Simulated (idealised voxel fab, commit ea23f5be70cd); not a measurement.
The following is a process module called voxel self aligned vias.
The figure presents cross-section cut, which has a width of 285 nm and is divided into square cells with an edge length of 5 nm.
Think of the cross-section as a grid of square cells. We describe it in bands, top to bottom, and each band covers one or more rows of those cells.
Within each band entry, the heights of the top and of the bottom of the band appear first, in that order and in nm; the materials of the band then follow from left to right, each with its corresponding width in nm. The designation "all across" on a single material indicates that it fills the band from edge to edge; the designation "empty" indicates empty space.
All heights in this document are referenced to 0, defined as the level beneath which the wafer, as received, consists entirely of one material. The lowest band is not bounded below; it extends indefinitely downward and is written in the form "0 and below".
Read "30 to 40" as a graded width: first number on top, second number at the bottom, same change between each pair of neighbouring rows.
The designation "remained unchanged", where it is given for a processing step, indicates that no cell of the cross-section was altered in the course of that step.
If an empty space has no open way to the top and is at least 8 cells in size, "Sealed-off cavities" lists it, written width x height at distance, where distance is measured from the left edge and every value is in nm.
Past the settings on a step's line: simulator remark, on that step.
Among the settings permitted on a step's line is "overlay nm"; applied to a step with a mask, it specifies the extent to which the mask lay to the right of its planned position, whereas a negative figure signifies a position to the left.
Planned step list for the process
1) RECEIVE with material Si
2) CONFORMAL_DEP with material SiO2, thk nm 15
3) CONFORMAL_DEP with material SiCN, thk nm 5
4) DIRECTIONAL_DEP with material lowk, thk nm 30
5) PATTERN with tone open, mask id LINES, material resist, width nm 20, pitch nm 65, thk nm 15, overlay nm 0
6) DIRECTIONAL_ETCH with etch materials lowk, depth nm 30
7) STRIP with etch materials resist
8) CONFORMAL_DEP with material TiN, thk nm 5
9) FILL_DEP with material W, thk nm 5
10) CMP with height nm 50
11) SELECTIVE_ETCH with etch materials W Ru TiN, depth nm 5
12) FILL_DEP with material SiN, thk nm 5
13) CMP with height nm 50
14) DIRECTIONAL_DEP with material lowk, thk nm 15
15) MASKED_ETCH with tone open, mask id VIAS, width nm 40, etch materials lowk, depth nm 15, overlay nm 0
16) MASKED_ETCH with tone open, mask id VIAS, width nm 40, etch materials SiN, depth nm 5, overlay nm 0
17) CONFORMAL_DEP with material TiN, thk nm 5
18) FILL_DEP with material Cu, thk nm 5
19) CMP with height nm 65
20) CONFORMAL_DEP with material SiN, thk nm 5
Cross-section: wafer on arrival = after step 1
0 and below: Si all across
Sealed-off cavities: none
Here's the wafer cut in cross-section after the module, started and planned just like above, except one thing was done wrong in the run
70 down to 65: SiN all across
65 down to 50: 90 of lowk | 5 of TiN | 30 of Cu | 5 of TiN | 155 of lowk
50 down to 45: 90 of lowk | 40 of TiN | 35 of lowk | 20 of SiN | 100 of lowk
45 down to 25: 100 of lowk | 5 of TiN | 10 of W | 5 of TiN | 45 of lowk | 5 of TiN | 10 of W | 5 of TiN | 100 of lowk
25 down to 20: 100 of lowk | 20 of TiN | 45 of lowk | 20 of TiN | 100 of lowk
20 down to 15: SiCN all across
15 down to 0: SiO2 all across
0 and below: Si all across
Sealed-off cavities: none
Plan not followed: planned and actual differ for step 15; actual: MASKED_ETCH with tone open, mask id VIAS, width nm 40, etch materials lowk, depth nm 20, overlay nm 0
